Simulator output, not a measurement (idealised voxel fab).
Process module under the name voxel gate over fins
155 nm wide, 5 nm square cells: that's cross-section cut.
Format of a cross-section: grid, square cells. Given as bands. Order: top down. Band: one or more rows of cells. Top, bottom (nm), then materials left to right with widths (nm); lone material tagged "full width" fills the whole band edge to edge; "blank" = empty space. Zero point of the height axis is 0; under it, received wafer = one material. Lowest band: continues down indefinitely, "0 -> down". A width such as "30..40" changes by the same amount from each row of cells to the next, from the band's top row to its bottom row. You'll sometimes find "nothing was modified" written for a step, and that's the way of saying that nowhere in the cross-section did a cell change during that step. "Closed void roster" lists enclosed empty spaces (at least 8 cells, no open path upward to the top), each as width x height at distance from the left edge, in nm. On each step's line, the part that comes after the settings is the simulator's own comment on the step. overlay nm: where the mask lay relative to plan, measured to the right, on steps with a mask; negatives go left. Pairs from here to the end. Each: cross-section before one process step, cross-section after it, the latter only as far down as the lowest band that changed. Under each: the step between, and its settings. Mind that the pairs may be taken from different runs of this module on the same starting wafer; whether a pair continues from the pair above depends on its entry headed "Pre-step condition", and it does only where that entry says so.

### Pre-step condition
10 -> 0  SiO2 20 nm; SiN 15 nm; SiO2 5 nm; TiN 5 nm; W 5 nm; TiN 5 nm; SiO2 15 nm; SiN 15 nm; SiO2 35 nm; SiN 15 nm; SiO2 20 nm
0 -> -25  SiO2 20 nm; Si 15 nm; SiO2 5 nm; TiN 5 nm; W 5 nm; TiN 5 nm; SiO2 15 nm; Si 15 nm; SiO2 35 nm; Si 15 nm; SiO2 20 nm
-25 -> -30  SiO2 20 nm; Si 15 nm; SiO2 5 nm; TiN 15 nm; SiO2 15 nm; Si 15 nm; SiO2 35 nm; Si 15 nm; SiO2 20 nm
-30 -> -35  SiO2 20 nm; Si 15 nm; SiO2 35 nm; Si 15 nm; SiO2 35 nm; Si 15 nm; SiO2 20 nm
-35 -> down  Si full width
Closed void roster: none

### Post-Process View
10 -> 0  SiO2 20 nm; SiN 15 nm; SiO2 5 nm; blank 15 nm; SiO2 15 nm; SiN 15 nm; SiO2 35 nm; SiN 15 nm; SiO2 20 nm
0 -> -15  SiO2 20 nm; Si 15 nm; SiO2 5 nm; blank 15 nm; SiO2 15 nm; Si 15 nm; SiO2 35 nm; Si 15 nm; SiO2 20 nm
Below -15 it's all the same as before, nothing changed down there.
Closed void roster: none
For reference, the processing step occurring between the two cross-sections presented above is as follows: op SELECTIVE_ETCH | etch materials W Ru TiN | depth nm 25

Pre-step condition: unchanged from the after cross-section in the pair immediately above; refer to that figure.

### Post-Process View
15 -> 10  SiO2 full width
10 -> 0  SiO2 20 nm; SiN 15 nm; SiO2 35 nm; SiN 15 nm; SiO2 35 nm; SiN 15 nm; SiO2 20 nm
0 -> -15  SiO2 20 nm; Si 15 nm; SiO2 35 nm; Si 15 nm; SiO2 35 nm; Si 15 nm; SiO2 20 nm
Below -15 it's all the same as before, nothing changed down there.
Closed void roster: none
For reference, the processing step occurring between the two cross-sections presented above is as follows: op FILL_DEP | material SiO2 | thk nm 5

Pre-step condition: unchanged from the after cross-section in the pair immediately above; refer to that figure.

### Post-Process View
10 -> 0  SiO2 20 nm; SiN 15 nm; SiO2 35 nm; SiN 15 nm; SiO2 35 nm; SiN 15 nm; SiO2 20 nm
Below 0 it's all the same as before, nothing changed down there.
Closed void roster: none
For reference, the processing step occurring between the two cross-sections presented above is as follows: op CMP | height nm 10

Pre-step condition: unchanged from the after cross-section in the pair immediately above; refer to that figure.

### Post-Process View
10 -> 0  blank 20 nm; SiN 15 nm; blank 35 nm; SiN 15 nm; blank 35 nm; SiN 15 nm; blank 20 nm
0 -> -10  blank 20 nm; Si 15 nm; blank 35 nm; Si 15 nm; blank 35 nm; Si 15 nm; blank 20 nm
Below -10 it's all the same as before, nothing changed down there.
Closed void roster: none
For reference, the processing step occurring between the two cross-sections presented above is as follows: op SELECTIVE_ETCH | etch materials SiO2 | depth nm 20

Pre-step condition: unchanged from the after cross-section in the pair immediately above; refer to that figure.

### Post-Process View
0 -> -10  blank 20 nm; Si 15 nm; blank 35 nm; Si 15 nm; blank 35 nm; Si 15 nm; blank 20 nm
Below -10 it's all the same as before, nothing changed down there.
Closed void roster: none
For reference, the processing step occurring between the two cross-sections presented above is as follows: op STRIP | etch materials SiN

Pre-step condition: unchanged from the after cross-section in the pair immediately above; refer to that figure.

### Post-Process View
5 -> 0  blank 15 nm; HfO2 25 nm; blank 25 nm; HfO2 25 nm; blank 25 nm; HfO2 25 nm; blank 15 nm
0 -> -5  blank 15 nm; HfO2 5 nm; Si 15 nm; HfO2 5 nm; blank 25 nm; HfO2 5 nm; Si 15 nm; HfO2 5 nm; blank 25 nm; HfO2 5 nm; Si 15 nm; HfO2 5 nm; blank 15 nm
-5 -> -10  HfO2 20 nm; Si 15 nm; HfO2 35 nm; Si 15 nm; HfO2 35 nm; Si 15 nm; HfO2 20 nm
Below -10 it's all the same as before, nothing changed down there.
Closed void roster: none
For reference, the processing step occurring between the two cross-sections presented above is as follows: op CONFORMAL_DEP | material HfO2 | thk nm 5

Pre-step condition: unchanged from the after cross-section in the pair immediately above; refer to that figure.

### Post-Process View
10 -> 5  blank 10 nm; TiN 35 nm; blank 15 nm; TiN 35 nm; blank 15 nm; TiN 35 nm; blank 10 nm
5 -> 0  blank 10 nm; TiN 5 nm; HfO2 25 nm; TiN 5 nm; blank 15 nm; TiN 5 nm; HfO2 25 nm; TiN 5 nm; blank 15 nm; TiN 5 nm; HfO2 25 nm; TiN 5 nm; blank 10 nm
0 -> -5  TiN 15 nm; HfO2 5 nm; Si 15 nm; HfO2 5 nm; TiN 25 nm; HfO2 5 nm; Si 15 nm; HfO2 5 nm; TiN 25 nm; HfO2 5 nm; Si 15 nm; HfO2 5 nm; TiN 15 nm
Below -5 it's all the same as before, nothing changed down there.
Closed void roster: none
For reference, the processing step occurring between the two cross-sections presented above is as follows: op CONFORMAL_DEP | material TiN | thk nm 5

Pre-step condition: unchanged from the after cross-section in the pair immediately above; refer to that figure.

### Post-Process View
25 -> 10  W full width
10 -> 5  W 10 nm; TiN 35 nm; W 15 nm; TiN 35 nm; W 15 nm; TiN 35 nm; W 10 nm
5 -> 0  W 10 nm; TiN 5 nm; HfO2 25 nm; TiN 5 nm; W 15 nm; TiN 5 nm; HfO2 25 nm; TiN 5 nm; W 15 nm; TiN 5 nm; HfO2 25 nm; TiN 5 nm; W 10 nm
Below 0 it's all the same as before, nothing changed down there.
Closed void roster: none
For reference, the processing step occurring between the two cross-sections presented above is as follows: op FILL_DEP | material W | thk nm 15

Pre-step condition: unchanged from the after cross-section in the pair immediately above; refer to that figure.

### Post-Process View
20 -> 10  W full width
Below 10 it's all the same as before, nothing changed down there.
Closed void roster: none
For reference, the processing step occurring between the two cross-sections presented above is as follows: op CMP | height nm 20

Pre-step condition: unchanged from the after cross-section in the pair immediately above; refer to that figure.

### Post-Process View
30 -> 20  SiN full width
Below 20 it's all the same as before, nothing changed down there.
Closed void roster: none
For reference, the processing step occurring between the two cross-sections presented above is as follows: op CONFORMAL_DEP | material SiN | thk nm 10

### Pre-step condition
10 -> 0  SiO2 20 nm; SiN 15 nm; SiO2 10 nm; blank 15 nm; SiO2 10 nm; SiN 15 nm; SiO2 35 nm; SiN 15 nm; SiO2 20 nm
0 -> -15  SiO2 20 nm; Si 15 nm; SiO2 10 nm; blank 15 nm; SiO2 10 nm; Si 15 nm; SiO2 35 nm; Si 15 nm; SiO2 20 nm
-15 -> -25  SiO2 20 nm; Si 15 nm; SiO2 10 nm; TiN 5 nm; W 5 nm; TiN 5 nm; SiO2 10 nm; Si 15 nm; SiO2 35 nm; Si 15 nm; SiO2 20 nm
-25 -> -30  SiO2 20 nm; Si 15 nm; SiO2 10 nm; TiN 15 nm; SiO2 10 nm; Si 15 nm; SiO2 35 nm; Si 15 nm; SiO2 20 nm
-30 -> -35  SiO2 20 nm; Si 15 nm; SiO2 35 nm; Si 15 nm; SiO2 35 nm; Si 15 nm; SiO2 20 nm
-35 -> down  Si full width
Closed void roster: none

### Post-Process View
15 -> 10  Ru full width
10 -> 0  SiO2 20 nm; SiN 15 nm; SiO2 10 nm; Ru 15 nm; SiO2 10 nm; SiN 15 nm; SiO2 35 nm; SiN 15 nm; SiO2 20 nm
0 -> -15  SiO2 20 nm; Si 15 nm; SiO2 10 nm; Ru 15 nm; SiO2 10 nm; Si 15 nm; SiO2 35 nm; Si 15 nm; SiO2 20 nm
Below -15 it's all the same as before, nothing changed down there.
Closed void roster: none
For reference, the processing step occurring between the two cross-sections presented above is as follows: op FILL_DEP | material Ru | thk nm 5

Pre-step condition: unchanged from the after cross-section in the pair immediately above; refer to that figure.

### Post-Process View
10 -> 0  SiO2 20 nm; SiN 15 nm; SiO2 10 nm; Ru 15 nm; SiO2 10 nm; SiN 15 nm; SiO2 35 nm; SiN 15 nm; SiO2 20 nm
Below 0 it's all the same as before, nothing changed down there.
Closed void roster: none
For reference, the processing step occurring between the two cross-sections presented above is as follows: op CMP | height nm 10

Pre-step condition: unchanged from the after cross-section in the pair immediately above; refer to that figure.

### Post-Process View
10 -> 0  blank 20 nm; SiN 15 nm; blank 10 nm; Ru 15 nm; blank 10 nm; SiN 15 nm; blank 35 nm; SiN 15 nm; blank 20 nm
0 -> -10  blank 20 nm; Si 15 nm; blank 10 nm; Ru 15 nm; blank 10 nm; Si 15 nm; blank 35 nm; Si 15 nm; blank 20 nm
Below -10 it's all the same as before, nothing changed down there.
Closed void roster: none
For reference, the processing step occurring between the two cross-sections presented above is as follows: op SELECTIVE_ETCH | etch materials SiO2 | depth nm 20

Pre-step condition: unchanged from the after cross-section in the pair immediately above; refer to that figure.

### Post-Process View
10 -> 0  blank 45 nm; Ru 15 nm; blank 95 nm
Below 0 it's all the same as before, nothing changed down there.
Closed void roster: none
For reference, the processing step occurring between the two cross-sections presented above is as follows: op STRIP | etch materials SiN

Pre-step condition: unchanged from the after cross-section in the pair immediately above; refer to that figure.

### Post-Process View
15 -> 10  blank 40 nm; HfO2 25 nm; blank 90 nm
10 -> 5  blank 40 nm; HfO2 5 nm; Ru 15 nm; HfO2 5 nm; blank 90 nm
5 -> 0  blank 15 nm; HfO2 30 nm; Ru 15 nm; HfO2 30 nm; blank 25 nm; HfO2 25 nm; blank 15 nm
0 -> -5  blank 15 nm; HfO2 5 nm; Si 15 nm; HfO2 10 nm; Ru 15 nm; HfO2 10 nm; Si 15 nm; HfO2 5 nm; blank 25 nm; HfO2 5 nm; Si 15 nm; HfO2 5 nm; blank 15 nm
-5 -> -10  HfO2 20 nm; Si 15 nm; HfO2 10 nm; Ru 15 nm; HfO2 10 nm; Si 15 nm; HfO2 35 nm; Si 15 nm; HfO2 20 nm
Below -10 it's all the same as before, nothing changed down there.
Closed void roster: none
For reference, the processing step occurring between the two cross-sections presented above is as follows: op CONFORMAL_DEP | material HfO2 | thk nm 5

Pre-step condition: unchanged from the after cross-section in the pair immediately above; refer to that figure.

### Post-Process View
20 -> 15  blank 35 nm; TiN 35 nm; blank 85 nm
15 -> 10  blank 35 nm; TiN 5 nm; HfO2 25 nm; TiN 5 nm; blank 85 nm
10 -> 5  blank 10 nm; TiN 30 nm; HfO2 5 nm; Ru 15 nm; HfO2 5 nm; TiN 30 nm; blank 15 nm; TiN 35 nm; blank 10 nm
5 -> 0  blank 10 nm; TiN 5 nm; HfO2 30 nm; Ru 15 nm; HfO2 30 nm; TiN 5 nm; blank 15 nm; TiN 5 nm; HfO2 25 nm; TiN 5 nm; blank 10 nm
0 -> -5  TiN 15 nm; HfO2 5 nm; Si 15 nm; HfO2 10 nm; Ru 15 nm; HfO2 10 nm; Si 15 nm; HfO2 5 nm; TiN 25 nm; HfO2 5 nm; Si 15 nm; HfO2 5 nm; TiN 15 nm
Below -5 it's all the same as before, nothing changed down there.
Closed void roster: none
For reference, the processing step occurring between the two cross-sections presented above is as follows: op CONFORMAL_DEP | material TiN | thk nm 5

Pre-step condition: unchanged from the after cross-section in the pair immediately above; refer to that figure.

### Post-Process View
35 -> 20  W full width
20 -> 15  W 35 nm; TiN 35 nm; W 85 nm
15 -> 10  W 35 nm; TiN 5 nm; HfO2 25 nm; TiN 5 nm; W 85 nm
10 -> 5  W 10 nm; TiN 30 nm; HfO2 5 nm; Ru 15 nm; HfO2 5 nm; TiN 30 nm; W 15 nm; TiN 35 nm; W 10 nm
5 -> 0  W 10 nm; TiN 5 nm; HfO2 30 nm; Ru 15 nm; HfO2 30 nm; TiN 5 nm; W 15 nm; TiN 5 nm; HfO2 25 nm; TiN 5 nm; W 10 nm
Below 0 it's all the same as before, nothing changed down there.
Closed void roster: none
For reference, the processing step occurring between the two cross-sections presented above is as follows: op FILL_DEP | material W | thk nm 15

Pre-step condition: unchanged from the after cross-section in the pair immediately above; refer to that figure.

### Post-Process View
20 -> 15  W 35 nm; TiN 35 nm; W 85 nm
Below 15 it's all the same as before, nothing changed down there.
Closed void roster: none
For reference, the processing step occurring between the two cross-sections presented above is as follows: op CMP | height nm 20

Pre-step condition: unchanged from the after cross-section in the pair immediately above; refer to that figure.

### Post-Process View
30 -> 20  SiN full width
Below 20 it's all the same as before, nothing changed down there.
Closed void roster: none
For reference, the processing step occurring between the two cross-sections presented above is as follows: op CONFORMAL_DEP | material SiN | thk nm 10

### Pre-step condition
25 -> 10  aC full width
10 -> 0  SiN full width
0 -> down  Si full width
Closed void roster: none

### Post-Process View
60 -> 25  resist 20 nm; blank 15 nm; resist 35 nm; blank 15 nm; resist 35 nm; blank 15 nm; resist 20 nm
Below 25 it's all the same as before, nothing changed down there.
Closed void roster: none
For reference, the processing step occurring between the two cross-sections presented above is as follows: op PATTERN | tone open | mask id FINS | material resist | width nm 15 | pitch nm 50 | thk nm 35 | overlay nm 0

Pre-step condition: unchanged from the after cross-section in the pair immediately above; refer to that figure.

### Post-Process View
45 -> 25  resist 20 nm; blank 15 nm; resist 35 nm; blank 15 nm; resist 35 nm; blank 15 nm; resist 20 nm
25 -> 10  aC 20 nm; blank 15 nm; aC 35 nm; blank 15 nm; aC 35 nm; blank 15 nm; aC 20 nm
Below 10 it's all the same as before, nothing changed down there.
Closed void roster: none
For reference, the processing step occurring between the two cross-sections presented above is as follows: op DIRECTIONAL_ETCH | etch materials aC | depth nm 15

Pre-step condition: unchanged from the after cross-section in the pair immediately above; refer to that figure.

### Post-Process View
25 -> 10  aC 20 nm; blank 15 nm; aC 35 nm; blank 15 nm; aC 35 nm; blank 15 nm; aC 20 nm
Below 10 it's all the same as before, nothing changed down there.
Closed void roster: none
For reference, the processing step occurring between the two cross-sections presented above is as follows: op STRIP | etch materials resist

Pre-step condition: unchanged from the after cross-section in the pair immediately above; refer to that figure.

### Post-Process View
25 -> 10  aC 20 nm; blank 15 nm; aC 35 nm; blank 15 nm; aC 35 nm; blank 15 nm; aC 20 nm
10 -> 0  SiN 20 nm; blank 15 nm; SiN 35 nm; blank 15 nm; SiN 35 nm; blank 15 nm; SiN 20 nm
Below 0 it's all the same as before, nothing changed down there.
Closed void roster: none
For reference, the processing step occurring between the two cross-sections presented above is as follows: op DIRECTIONAL_ETCH | etch materials SiN | depth nm 10

Pre-step condition: unchanged from the after cross-section in the pair immediately above; refer to that figure.

### Post-Process View
25 -> 10  aC 20 nm; blank 15 nm; aC 35 nm; blank 15 nm; aC 35 nm; blank 15 nm; aC 20 nm
10 -> 0  SiN 20 nm; blank 15 nm; SiN 35 nm; blank 15 nm; SiN 35 nm; blank 15 nm; SiN 20 nm
0 -> -35  Si 20 nm; blank 15 nm; Si 35 nm; blank 15 nm; Si 35 nm; blank 15 nm; Si 20 nm
Below -35 it's all the same as before, nothing changed down there.
Closed void roster: none
For reference, the processing step occurring between the two cross-sections presented above is as follows: op DIRECTIONAL_ETCH | etch materials Si | depth nm 35

Pre-step condition: unchanged from the after cross-section in the pair immediately above; refer to that figure.

### Post-Process View
10 -> 0  SiN 20 nm; blank 15 nm; SiN 35 nm; blank 15 nm; SiN 35 nm; blank 15 nm; SiN 20 nm
Below 0 it's all the same as before, nothing changed down there.
Closed void roster: none
For reference, the processing step occurring between the two cross-sections presented above is as follows: op STRIP | etch materials aC

Pre-step condition: unchanged from the after cross-section in the pair immediately above; refer to that figure.

### Post-Process View
15 -> 10  SiO2 full width
10 -> 0  SiN 20 nm; SiO2 15 nm; SiN 35 nm; SiO2 15 nm; SiN 35 nm; SiO2 15 nm; SiN 20 nm
0 -> -35  Si 20 nm; SiO2 15 nm; Si 35 nm; SiO2 15 nm; Si 35 nm; SiO2 15 nm; Si 20 nm
Below -35 it's all the same as before, nothing changed down there.
Closed void roster: none
For reference, the processing step occurring between the two cross-sections presented above is as follows: op FILL_DEP | material SiO2 | thk nm 5

Pre-step condition: unchanged from the after cross-section in the pair immediately above; refer to that figure.

### Post-Process View
10 -> 0  SiN 20 nm; SiO2 15 nm; SiN 35 nm; SiO2 15 nm; SiN 35 nm; SiO2 15 nm; SiN 20 nm
Below 0 it's all the same as before, nothing changed down there.
Closed void roster: none
For reference, the processing step occurring between the two cross-sections presented above is as follows: op CMP | height nm 10

Pre-step condition: unchanged from the after cross-section in the pair immediately above; refer to that figure.

### Post-Process View
20 -> 10  aC full width
Below 10 it's all the same as before, nothing changed down there.
Closed void roster: none
For reference, the processing step occurring between the two cross-sections presented above is as follows: op DIRECTIONAL_DEP | material aC | thk nm 10

Pre-step condition: unchanged from the after cross-section in the pair immediately above; refer to that figure.

### Post-Process View
50 -> 20  resist 45 nm; blank 15 nm; resist 95 nm
Below 20 it's all the same as before, nothing changed down there.
Closed void roster: none
For reference, the processing step occurring between the two cross-sections presented above is as follows: op PATTERN | tone open | mask id RAIL | material resist | width nm 15 | thk nm 30 | overlay nm 0

Pre-step condition: unchanged from the after cross-section in the pair immediately above; refer to that figure.

### Post-Process View
40 -> 20  resist 45 nm; blank 15 nm; resist 95 nm
20 -> 10  aC 45 nm; blank 15 nm; aC 95 nm
Below 10 it's all the same as before, nothing changed down there.
Closed void roster: none
For reference, the processing step occurring between the two cross-sections presented above is as follows: op DIRECTIONAL_ETCH | etch materials aC | depth nm 10

Pre-step condition: unchanged from the after cross-section in the pair immediately above; refer to that figure.

### Post-Process View
20 -> 10  aC 45 nm; blank 15 nm; aC 95 nm
Below 10 it's all the same as before, nothing changed down there.
Closed void roster: none
For reference, the processing step occurring between the two cross-sections presented above is as follows: op STRIP | etch materials resist

Pre-step condition: unchanged from the after cross-section in the pair immediately above; refer to that figure.

### Post-Process View
10 -> 0  SiN 20 nm; SiO2 15 nm; SiN 35 nm; SiO2 15 nm; SiN 35 nm; SiO2 15 nm; SiN 20 nm
Below 0 it's all the same as before, nothing changed down there.
Closed void roster: none
For reference, the processing step occurring between the two cross-sections presented above is as follows: op STRIP | etch materials aC

Pre-step condition: unchanged from the after cross-section in the pair immediately above; refer to that figure.

### Post-Process View
15 -> 10  TiN full width
Below 10 it's all the same as before, nothing changed down there.
Closed void roster: none
For reference, the processing step occurring between the two cross-sections presented above is as follows: op CONFORMAL_DEP | material TiN | thk nm 5

Pre-step condition: unchanged from the after cross-section in the pair immediately above; refer to that figure.

### Post-Process View
20 -> 15  W full width
Below 15 it's all the same as before, nothing changed down there.
Closed void roster: none
For reference, the processing step occurring between the two cross-sections presented above is as follows: op FILL_DEP | material W | thk nm 5

Pre-step condition: unchanged from the after cross-section in the pair immediately above; refer to that figure.

### Post-Process View
10 -> 0  SiN 20 nm; SiO2 15 nm; SiN 35 nm; SiO2 15 nm; SiN 35 nm; SiO2 15 nm; SiN 20 nm
Below 0 it's all the same as before, nothing changed down there.
Closed void roster: none
For reference, the processing step occurring between the two cross-sections presented above is as follows: op CMP | height nm 10

Pre-step condition: unchanged from the after cross-section in the pair immediately above; refer to that figure.

### Post-Process View
15 -> 10  SiO2 full width
Below 10 it's all the same as before, nothing changed down there.
Closed void roster: none
For reference, the processing step occurring between the two cross-sections presented above is as follows: op FILL_DEP | material SiO2 | thk nm 5

### Pre-step condition
10 -> 0  SiN 20 nm; SiO2 15 nm; SiN 35 nm; SiO2 15 nm; SiN 35 nm; SiO2 15 nm; SiN 20 nm
0 -> -35  Si 20 nm; SiO2 15 nm; Si 35 nm; SiO2 15 nm; Si 35 nm; SiO2 15 nm; Si 20 nm
-35 -> down  Si full width
Closed void roster: none

### Post-Process View
10 -> 0  SiN 20 nm; blank 15 nm; SiN 35 nm; blank 15 nm; SiN 35 nm; blank 15 nm; SiN 20 nm
0 -> -10  Si 20 nm; blank 15 nm; Si 35 nm; blank 15 nm; Si 35 nm; blank 15 nm; Si 20 nm
Below -10 it's all the same as before, nothing changed down there.
Closed void roster: none
For reference, the processing step occurring between the two cross-sections presented above is as follows: op SELECTIVE_ETCH | etch materials SiO2 | depth nm 20

Pre-step condition: unchanged from the after cross-section in the pair immediately above; refer to that figure.

### Post-Process View
0 -> -10  Si 20 nm; blank 15 nm; Si 35 nm; blank 15 nm; Si 35 nm; blank 15 nm; Si 20 nm
Below -10 it's all the same as before, nothing changed down there.
Closed void roster: none
For reference, the processing step occurring between the two cross-sections presented above is as follows: op STRIP | etch materials SiN

Pre-step condition: unchanged from the after cross-section in the pair immediately above; refer to that figure.

### Post-Process View
5 -> 0  HfO2 25 nm; blank 5 nm; HfO2 45 nm; blank 5 nm; HfO2 45 nm; blank 5 nm; HfO2 25 nm
0 -> -5  Si 20 nm; HfO2 5 nm; blank 5 nm; HfO2 5 nm; Si 35 nm; HfO2 5 nm; blank 5 nm; HfO2 5 nm; Si 35 nm; HfO2 5 nm; blank 5 nm; HfO2 5 nm; Si 20 nm
-5 -> -10  Si 20 nm; HfO2 15 nm; Si 35 nm; HfO2 15 nm; Si 35 nm; HfO2 15 nm; Si 20 nm
Below -10 it's all the same as before, nothing changed down there.
Closed void roster: none
For reference, the processing step occurring between the two cross-sections presented above is as follows: op CONFORMAL_DEP | material HfO2 | thk nm 5

Pre-step condition: unchanged from the after cross-section in the pair immediately above; refer to that figure.

### Post-Process View
10 -> 5  TiN full width
5 -> 0  HfO2 25 nm; TiN 5 nm; HfO2 45 nm; TiN 5 nm; HfO2 45 nm; TiN 5 nm; HfO2 25 nm
0 -> -5  Si 20 nm; HfO2 5 nm; TiN 5 nm; HfO2 5 nm; Si 35 nm; HfO2 5 nm; TiN 5 nm; HfO2 5 nm; Si 35 nm; HfO2 5 nm; TiN 5 nm; HfO2 5 nm; Si 20 nm
Below -5 it's all the same as before, nothing changed down there.
Closed void roster: none
For reference, the processing step occurring between the two cross-sections presented above is as follows: op CONFORMAL_DEP | material TiN | thk nm 5

Pre-step condition: unchanged from the after cross-section in the pair immediately above; refer to that figure.

### Post-Process View
25 -> 10  W full width
Below 10 it's all the same as before, nothing changed down there.
Closed void roster: none
For reference, the processing step occurring between the two cross-sections presented above is as follows: op FILL_DEP | material W | thk nm 15

Pre-step condition: unchanged from the after cross-section in the pair immediately above; refer to that figure.

### Post-Process View
20 -> 10  W full width
Below 10 it's all the same as before, nothing changed down there.
Closed void roster: none
For reference, the processing step occurring between the two cross-sections presented above is as follows: op CMP | height nm 20

Pre-step condition: unchanged from the after cross-section in the pair immediately above; refer to that figure.

### Post-Process View
30 -> 20  SiN full width
Below 20 it's all the same as before, nothing changed down there.
Closed void roster: none
For reference, the processing step occurring between the two cross-sections presented above is as follows: op CONFORMAL_DEP | material SiN | thk nm 10
